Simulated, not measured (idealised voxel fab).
process module | voxel capacitor over wiring
cross-section cut | 300 nm wide | cells 5 nm
A cross-section is a grid of square cells, given in bands from the top down. A band is one or more rows of cells.
Each band's line starts with the height of the band's top and of its bottom, in nm. Then come its materials from left to right, each with its width in nm. One material with "throughout" fills the band from edge to edge. "air" is empty space.
Height 0 is the level under which the wafer as received is all one material. The lowest band goes on downwards, as in "0 down".
A width such as "30 to 40" changes by the same amount from each row of cells to the next, from the band's top row to its bottom row.
"no change" after a step means that no cell of the cross-section changed.
closed voids: empty space of 8 cells or more with no open way to the top, each as width x height at its distance from the left edge, in nm
after a step's settings: what the simulator itself notes on the step
overlay nm, on a step with a mask: how far to the right of its planned place the mask lay; to the left if negative
plan
1 op RECEIVE | material Si
2 op CONFORMAL_DEP | material SiO2 | thk nm 10
3 op DIRECTIONAL_DEP | material TiN | thk nm 5
4 op DIRECTIONAL_DEP | material W | thk nm 25
5 op PATTERN | tone cover | mask id METAL_1 | material resist | width nm 20 | pitch nm 85 | thk nm 20 | overlay nm 0
6 op DIRECTIONAL_ETCH | etch materials W | depth nm 25
7 op DIRECTIONAL_ETCH | etch materials TiN | depth nm 5
8 op STRIP | etch materials resist
9 op FILL_DEP | material SiO2 | thk nm 10
10 op CMP | height nm 40
11 op CONFORMAL_DEP | material SiCN | thk nm 5
12 op DIRECTIONAL_DEP | material SiO2 | thk nm 20
13 op DIRECTIONAL_DEP | material aC | thk nm 15
14 op PATTERN | tone open | mask id PLUG_1 | material resist | width nm 15 | thk nm 35 | overlay nm 0
15 op DIRECTIONAL_ETCH | etch materials aC | depth nm 15
16 op STRIP | etch materials resist
17 op DIRECTIONAL_ETCH | etch materials SiO2 | depth nm 20
18 op DIRECTIONAL_ETCH | etch materials SiCN | depth nm 5
19 op STRIP | etch materials aC
20 op CONFORMAL_DEP | material TiN | thk nm 5
21 op FILL_DEP | material Cu | thk nm 10
22 op CMP | height nm 65
23 op DIRECTIONAL_DEP | material TiN | thk nm 10
24 op DIRECTIONAL_DEP | material Al2O3 | thk nm 5
25 op DIRECTIONAL_DEP | material TiN | thk nm 5
26 op DIRECTIONAL_DEP | material aC | thk nm 10
27 op PATTERN | tone cover | mask id UPPER_PLATE | material resist | width nm 70 | thk nm 30 | overlay nm 0
28 op DIRECTIONAL_ETCH | etch materials aC | depth nm 10
29 op STRIP | etch materials resist
30 op DIRECTIONAL_ETCH | etch materials TiN | depth nm 5
31 op DIRECTIONAL_ETCH | etch materials Al2O3 | depth nm 5
32 op STRIP | etch materials aC
33 op DIRECTIONAL_DEP | material aC | thk nm 10
34 op PATTERN | tone cover | mask id LOWER_PLATE | material resist | width nm 80 | thk nm 30 | overlay nm 0
35 op DIRECTIONAL_ETCH | etch materials aC | depth nm 10
36 op STRIP | etch materials resist
37 op DIRECTIONAL_ETCH | etch materials TiN | depth nm 10
38 op STRIP | etch materials aC
39 op FILL_DEP | material SiO2 | thk nm 20
40 op CMP | height nm 100
41 op PATTERN | tone open | mask id PLUG_2 | material resist | width nm 15 | thk nm 15 | overlay nm 0
42 op DIRECTIONAL_ETCH | etch materials SiO2 | depth nm 15
43 op STRIP | etch materials resist
44 op CONFORMAL_DEP | material TiN | thk nm 5
45 op FILL_DEP | material W | thk nm 10
46 op CMP | height nm 100
47 op CONFORMAL_DEP | material SiCN | thk nm 5
as received, after step 1
  0 down: Si throughout
  closed voids: none
first wafer at the end, as planned
  105 to 100: SiCN throughout
  100 to 90: SiO2 110 | TiN 5 | W 5 | TiN 5 | SiO2 175
  90 to 80: SiO2 110 to 100 | TiN 15 to 70 | SiO2 175 to 130
  80 to 75: SiO2 100 | Al2O3 70 | SiO2 130
  75 to 65: SiO2 95 | TiN 80 | SiO2 125
  65 to 45: SiO2 100 | TiN 5 | Cu 5 | TiN 5 | SiO2 185
  45 to 40: SiCN 100 | TiN 15 | SiCN 185
  40 to 15: SiO2 95 | W 20 | SiO2 65 | W 20 | SiO2 100
  15 to 10: SiO2 95 | TiN 20 | SiO2 65 | TiN 20 | SiO2 100
  10 to 0: SiO2 throughout
  0 down: Si throughout
  closed voids: none
second wafer at the end: like start, like plan, one mistake
  105 to 100: SiCN throughout
  100 to 90: SiO2 110 | TiN 5 | W 5 | TiN 5 | SiO2 175
  90 to 80: SiO2 110 to 100 | TiN 15 to 70 | SiO2 175 to 130
  80 to 75: SiO2 100 | Al2O3 70 | SiO2 130
  75 to 65: SiO2 95 | TiN 80 | SiO2 125
  65 to 60: SiCN 100 | TiN 15 | SiCN 185
  60 to 40: SiO2 throughout
  40 to 15: SiO2 95 | W 20 | SiO2 65 | W 20 | SiO2 100
  15 to 10: SiO2 95 | TiN 20 | SiO2 65 | TiN 20 | SiO2 100
  10 to 0: SiO2 throughout
  0 down: Si throughout
  closed voids: none
what went wrong: steps 11 and 12 were swapped
at the end the second wafer has, in cells: 4 fewer of Cu | 12 more of SiO2 | 8 fewer of TiN
